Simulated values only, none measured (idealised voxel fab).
process module | voxel self aligned contacts
cross-section cut | 230 nm wide | cells 5 nm
A cross-section is a grid of square cells, given in bands from the top down. A band is one or more rows of cells.
Each band's line starts with the height of the band's top and of its bottom, in nm. Then come its materials from left to right, each with its width in nm. One material with "throughout" fills the band from edge to edge. "air" is empty space.
Height 0 is the level under which the wafer as received is all one material. The lowest band goes on downwards, as in "0 down".
A width such as "30 to 40" changes by the same amount from each row of cells to the next, from the band's top row to its bottom row.
"no change" after a step means that no cell of the cross-section changed.
closed voids: empty space of 8 cells or more with no open way to the top, each as width x height at its distance from the left edge, in nm
after a step's settings: what the simulator itself notes on the step
overlay nm, on a step with a mask: how far to the right of its planned place the mask lay; to the left if negative
plan
1 op RECEIVE | material Si
2 op OXIDIZE | depth nm 5
3 op DIRECTIONAL_DEP | material polySi | thk nm 30
4 op DIRECTIONAL_DEP | material SiN | thk nm 20
5 op MASKED_ETCH | tone cover | mask id GATE | width nm 25 | pitch nm 55 | etch materials SiN | depth nm 20 | overlay nm 0
6 op MASKED_ETCH | tone cover | mask id GATE | width nm 25 | pitch nm 55 | etch materials polySi | depth nm 30 | overlay nm 0
7 op CONFORMAL_DEP | material SiN | thk nm 5
8 op DIRECTIONAL_ETCH | etch materials SiN | depth nm 5
9 op FILL_DEP | material SiO2 | thk nm 15
10 op CMP | height nm 60
11 op PATTERN | tone open | mask id CONTACT | material resist | width nm 40 | thk nm 15 | overlay nm 0
12 op DIRECTIONAL_ETCH | etch materials SiO2 | depth nm 65
13 op STRIP | etch materials resist
14 op CONFORMAL_DEP | material TiN | thk nm 5
15 op FILL_DEP | material Ru | thk nm 10
16 op CMP | height nm 60
17 op CONFORMAL_DEP | material SiCN | thk nm 5
first wafer, as planned
as received, after step 1
  0 down: Si throughout
  closed voids: none
after step 2
  0 to -5: SiO2 throughout
  below -5: unchanged
after step 3
  30 to 0: polySi throughout
  below 0: unchanged
after step 4
  50 to 30: SiN throughout
  below 30: unchanged
after step 5
  50 to 30: air 75 | SiN 25 | air 30 | SiN 25 | air 75
  below 30: unchanged
after step 6
  50 to 30: air 75 | SiN 25 | air 30 | SiN 25 | air 75
  30 to 0: air 75 | polySi 25 | air 30 | polySi 25 | air 75
  below 0: unchanged
after step 7
  55 to 30: air 70 | SiN 35 | air 20 | SiN 35 | air 70
  30 to 5: air 70 | SiN 5 | polySi 25 | SiN 5 | air 20 | SiN 5 | polySi 25 | SiN 5 | air 70
  5 to 0: SiN 75 | polySi 25 | SiN 30 | polySi 25 | SiN 75
  below 0: unchanged
after step 8
  50 to 30: air 70 | SiN 35 | air 20 | SiN 35 | air 70
  30 to 0: air 70 | SiN 5 | polySi 25 | SiN 5 | air 20 | SiN 5 | polySi 25 | SiN 5 | air 70
  below 0: unchanged
after step 9
  65 to 50: SiO2 throughout
  50 to 30: SiO2 70 | SiN 35 | SiO2 20 | SiN 35 | SiO2 70
  30 to 0: SiO2 70 | SiN 5 | polySi 25 | SiN 5 | SiO2 20 | SiN 5 | polySi 25 | SiN 5 | SiO2 70
  below 0: unchanged
after step 10
  60 to 50: SiO2 throughout
  below 50: unchanged
after step 11
  75 to 60: resist 95 | air 40 | resist 95
  below 60: unchanged
after step 12
  75 to 60: resist 95 | air 40 | resist 95
  60 to 50: SiO2 95 | air 40 | SiO2 95
  50 to 30: SiO2 70 | SiN 35 | air 20 | SiN 35 | SiO2 70
  30 to 0: SiO2 70 | SiN 5 | polySi 25 | SiN 5 | air 20 | SiN 5 | polySi 25 | SiN 5 | SiO2 70
  0 to -5: SiO2 105 | air 20 | SiO2 105
  below -5: unchanged
after step 13
  60 to 50: SiO2 95 | air 40 | SiO2 95
  below 50: unchanged
after step 14
  65 to 60: TiN 100 | air 30 | TiN 100
  60 to 50: SiO2 95 | TiN 5 to 15 | air 30 to 10 | TiN 5 to 15 | SiO2 95
  50 to 30: SiO2 70 | SiN 35 | TiN 5 | air 10 | TiN 5 | SiN 35 | SiO2 70
  30 to 0: SiO2 70 | SiN 5 | polySi 25 | SiN 5 | TiN 5 | air 10 | TiN 5 | SiN 5 | polySi 25 | SiN 5 | SiO2 70
  0 to -5: SiO2 105 | TiN 20 | SiO2 105
  below -5: unchanged
after step 15
  75 to 65: Ru throughout
  65 to 60: TiN 100 | Ru 30 | TiN 100
  60 to 50: SiO2 95 | TiN 5 to 15 | Ru 30 to 10 | TiN 5 to 15 | SiO2 95
  50 to 30: SiO2 70 | SiN 35 | TiN 5 | Ru 10 | TiN 5 | SiN 35 | SiO2 70
  30 to 0: SiO2 70 | SiN 5 | polySi 25 | SiN 5 | TiN 5 | Ru 10 | TiN 5 | SiN 5 | polySi 25 | SiN 5 | SiO2 70
  below 0: unchanged
after step 16
  60 to 50: SiO2 95 | TiN 5 to 15 | Ru 30 to 10 | TiN 5 to 15 | SiO2 95
  below 50: unchanged
after step 17
  65 to 60: SiCN throughout
  below 60: unchanged
second wafer: like start, like plan, one mistake. Through step 3 it matches the first wafer
when step 4 should have ended
  55 to 30: SiN throughout
  below 30: unchanged
when step 5 should have ended
  55 to 35: air 75 | SiN 25 | air 30 | SiN 25 | air 75
  below 35: unchanged
when step 6 should have ended: no change
when step 7 should have ended
  60 to 40: air 70 | SiN 35 | air 20 | SiN 35 | air 70
  40 to 30: SiN throughout
  below 30: unchanged
when step 8 should have ended
  55 to 35: air 70 | SiN 35 | air 20 | SiN 35 | air 70
  below 35: unchanged
when step 9 should have ended
  70 to 55: SiO2 throughout
  55 to 35: SiO2 70 | SiN 35 | SiO2 20 | SiN 35 | SiO2 70
  below 35: unchanged
when step 10 should have ended
  60 to 55: SiO2 throughout
  below 55: unchanged
when step 11 should have ended
  75 to 60: resist 95 | air 40 | resist 95
  below 60: unchanged
when step 12 should have ended
  75 to 60: resist 95 | air 40 | resist 95
  60 to 55: SiO2 95 | air 40 | SiO2 95
  55 to 35: SiO2 70 | SiN 35 | air 20 | SiN 35 | SiO2 70
  below 35: unchanged
when step 13 should have ended
  60 to 55: SiO2 95 | air 40 | SiO2 95
  below 55: unchanged
when step 14 should have ended
  65 to 60: TiN 100 | air 30 | TiN 100
  60 to 55: SiO2 95 | TiN 15 | air 10 | TiN 15 | SiO2 95
  55 to 40: SiO2 70 | SiN 35 | TiN 5 | air 10 | TiN 5 | SiN 35 | SiO2 70
  40 to 35: SiO2 70 | SiN 35 | TiN 20 | SiN 35 | SiO2 70
  below 35: unchanged
when step 15 should have ended
  75 to 65: Ru throughout
  65 to 60: TiN 100 | Ru 30 | TiN 100
  60 to 55: SiO2 95 | TiN 15 | Ru 10 | TiN 15 | SiO2 95
  55 to 40: SiO2 70 | SiN 35 | TiN 5 | Ru 10 | TiN 5 | SiN 35 | SiO2 70
  below 40: unchanged
when step 16 should have ended
  60 to 55: SiO2 95 | TiN 15 | Ru 10 | TiN 15 | SiO2 95
  below 55: unchanged
when step 17 should have ended
  65 to 60: SiCN throughout
  below 60: unchanged
what went wrong: step 4 ran as: op DIRECTIONAL_DEP | material SiN | thk nm 25
at the end the second wafer has, in cells: 20 fewer of Ru | 22 more of SiN | 202 fewer of SiO2 | 16 fewer of TiN | 216 more of polySi
